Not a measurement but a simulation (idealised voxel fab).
This is a process module. Its name is voxel trench capacitor.
Cross-section cut: width 250 nm, square cells of 5 nm.
The cross-sections in this document take the form of a grid made of square cells. They are written out as bands, in order from top to bottom. Each band consists of one or more rows of cells.
Read a band's entry like this: the first values are the height of its top and the height of its bottom in nm, and what follows is the sequence of materials from left to right, each with its width in nm. Note that "blank" is empty space, and that a single material marked "everywhere" reaches across the band from edge to edge.
Ref level 0: as-received wafer is one material below here. Bottom band extends down with no lower bound ("0 down").
You'd read "30 to 40" like this: the band's top row of cells is as wide as the first number, its bottom row is as wide as the second, and going down, every row changes width by the same amount as the row before did.
Reading "everything unchanged" for a step: not a cell of the cross-section changed in it.
Reported under the label "Closed void table" are the empty spaces having no open way to the top and comprising 8 cells or more; the notation for each is width x height at distance, in which the distance is measured from the left edge and all three values are in nm.
The remark found on a step's line after its settings is issued by the simulator itself and pertains to that step.
The "overlay nm" setting may appear on a step's line; for a step that uses a mask, it gives how far to the right of its planned position the mask lay, and a negative value indicates the left.

The steps planned for the process are as follows:
1 RECEIVE | material Si
2 CONFORMAL_DEP | material SiN | thk nm 5
3 DIRECTIONAL_DEP | material aC | thk nm 10
4 PATTERN | tone open | mask id TRENCH | material resist | width nm 20 | pitch nm 40 | thk nm 25 | overlay nm 0
5 DIRECTIONAL_ETCH | etch materials aC | depth nm 10
6 STRIP | etch materials resist
7 DIRECTIONAL_ETCH | etch materials SiN | depth nm 5
8 DIRECTIONAL_ETCH | etch materials Si | depth nm 35
9 STRIP | etch materials aC
10 CONFORMAL_DEP | material SiO2 | thk nm 5
11 FILL_DEP | material polySi | thk nm 5
12 CMP | height nm 5

First of the two wafers, run per plan:

Here's what the wafer looked like in cross-section when it arrived - that's after step 1:
0 down  Si everywhere
Closed void table: none

Step 2 complete: cross-section through the wafer:
5 to 0  SiN everywhere
Under the height 0 nothing was changed.

Step 3 complete: cross-section through the wafer:
15 to 5  aC everywhere
Under the height 5 nothing was changed.

Step 4 complete: cross-section through the wafer:
40 to 15  resist 75, blank 20, resist 20, blank 20, resist 20, blank 20, resist 75
Under the height 15 nothing was changed.

Step 5 complete: cross-section through the wafer:
30 to 15  resist 75, blank 20, resist 20, blank 20, resist 20, blank 20, resist 75
15 to 5  aC 75, blank 20, aC 20, blank 20, aC 20, blank 20, aC 75
Under the height 5 nothing was changed.

Step 6 complete: cross-section through the wafer:
15 to 5  aC 75, blank 20, aC 20, blank 20, aC 20, blank 20, aC 75
Under the height 5 nothing was changed.

Step 7 complete: cross-section through the wafer:
15 to 5  aC 75, blank 20, aC 20, blank 20, aC 20, blank 20, aC 75
5 to 0  SiN 75, blank 20, SiN 20, blank 20, SiN 20, blank 20, SiN 75
Under the height 0 nothing was changed.

Step 8 complete: cross-section through the wafer:
15 to 5  aC 75, blank 20, aC 20, blank 20, aC 20, blank 20, aC 75
5 to 0  SiN 75, blank 20, SiN 20, blank 20, SiN 20, blank 20, SiN 75
0 to -35  Si 75, blank 20, Si 20, blank 20, Si 20, blank 20, Si 75
Under the height -35 nothing was changed.

Step 9 complete: cross-section through the wafer:
5 to 0  SiN 75, blank 20, SiN 20, blank 20, SiN 20, blank 20, SiN 75
Under the height 0 nothing was changed.

Step 10 complete: cross-section through the wafer:
10 to 5  SiO2 80, blank 10, SiO2 30, blank 10, SiO2 30, blank 10, SiO2 80
5 to 0  SiN 75, SiO2 5, blank 10, SiO2 5, SiN 20, SiO2 5, blank 10, SiO2 5, SiN 20, SiO2 5, blank 10, SiO2 5, SiN 75
0 to -30  Si 75, SiO2 5, blank 10, SiO2 5, Si 20, SiO2 5, blank 10, SiO2 5, Si 20, SiO2 5, blank 10, SiO2 5, Si 75
-30 to -35  Si 75, SiO2 20, Si 20, SiO2 20, Si 20, SiO2 20, Si 75
Under the height -35 nothing was changed.

Step 11 complete: cross-section through the wafer:
15 to 10  polySi everywhere
10 to 5  SiO2 80, polySi 10, SiO2 30, polySi 10, SiO2 30, polySi 10, SiO2 80
5 to 0  SiN 75, SiO2 5, polySi 10, SiO2 5, SiN 20, SiO2 5, polySi 10, SiO2 5, SiN 20, SiO2 5, polySi 10, SiO2 5, SiN 75
0 to -30  Si 75, SiO2 5, polySi 10, SiO2 5, Si 20, SiO2 5, polySi 10, SiO2 5, Si 20, SiO2 5, polySi 10, SiO2 5, Si 75
Under the height -30 nothing was changed.

Step 12 complete: cross-section through the wafer:
5 to 0  SiN 75, SiO2 5, polySi 10, SiO2 5, SiN 20, SiO2 5, polySi 10, SiO2 5, SiN 20, SiO2 5, polySi 10, SiO2 5, SiN 75
Under the height 0 nothing was changed.

Second Wafer (Identical Start and Plan, One Processing Error; Matches First Wafer Through Step 5):

Cross-section of the second wafer corresponding to the planned conclusion of step 6:
30 to 15  resist 75, blank 20, resist 20, blank 20, resist 20, blank 20, resist 75
15 to 5  aC 75, blank 20, aC 20, blank 20, aC 20, blank 20, aC 75
5 to 0  SiN 75, blank 20, SiN 20, blank 20, SiN 20, blank 20, SiN 75
Under the height 0 nothing was changed.

Cross-section of the second wafer corresponding to the planned conclusion of step 7:
15 to 5  aC 75, blank 20, aC 20, blank 20, aC 20, blank 20, aC 75
Under the height 5 nothing was changed.

Cross-section of the second wafer corresponding to the planned conclusion of step 8:
15 to 5  aC 75, blank 20, aC 20, blank 20, aC 20, blank 20, aC 75
5 to 0  SiN 75, blank 20, SiN 20, blank 20, SiN 20, blank 20, SiN 75
0 to -35  Si 75, blank 20, Si 20, blank 20, Si 20, blank 20, Si 75
Under the height -35 nothing was changed.

Cross-section of the second wafer corresponding to the planned conclusion of step 9:
5 to 0  SiN 75, blank 20, SiN 20, blank 20, SiN 20, blank 20, SiN 75
Under the height 0 nothing was changed.

Cross-section of the second wafer corresponding to the planned conclusion of step 10:
10 to 5  SiO2 80, blank 10, SiO2 30, blank 10, SiO2 30, blank 10, SiO2 80
5 to 0  SiN 75, SiO2 5, blank 10, SiO2 5, SiN 20, SiO2 5, blank 10, SiO2 5, SiN 20, SiO2 5, blank 10, SiO2 5, SiN 75
0 to -30  Si 75, SiO2 5, blank 10, SiO2 5, Si 20, SiO2 5, blank 10, SiO2 5, Si 20, SiO2 5, blank 10, SiO2 5, Si 75
-30 to -35  Si 75, SiO2 20, Si 20, SiO2 20, Si 20, SiO2 20, Si 75
Under the height -35 nothing was changed.

Cross-section of the second wafer corresponding to the planned conclusion of step 11:
15 to 10  polySi everywhere
10 to 5  SiO2 80, polySi 10, SiO2 30, polySi 10, SiO2 30, polySi 10, SiO2 80
5 to 0  SiN 75, SiO2 5, polySi 10, SiO2 5, SiN 20, SiO2 5, polySi 10, SiO2 5, SiN 20, SiO2 5, polySi 10, SiO2 5, SiN 75
0 to -30  Si 75, SiO2 5, polySi 10, SiO2 5, Si 20, SiO2 5, polySi 10, SiO2 5, Si 20, SiO2 5, polySi 10, SiO2 5, Si 75
Under the height -30 nothing was changed.

Cross-section of the second wafer corresponding to the planned conclusion of step 12:
5 to 0  SiN 75, SiO2 5, polySi 10, SiO2 5, SiN 20, SiO2 5, polySi 10, SiO2 5, SiN 20, SiO2 5, polySi 10, SiO2 5, SiN 75
Under the height 0 nothing was changed.
Deviation noted in wafer processing: a sequencing error occurred in which plan steps 6 and 7 were transposed
The final cross-section is the same for the two wafers, so this model computes the same thing whether or not the mistake was made.
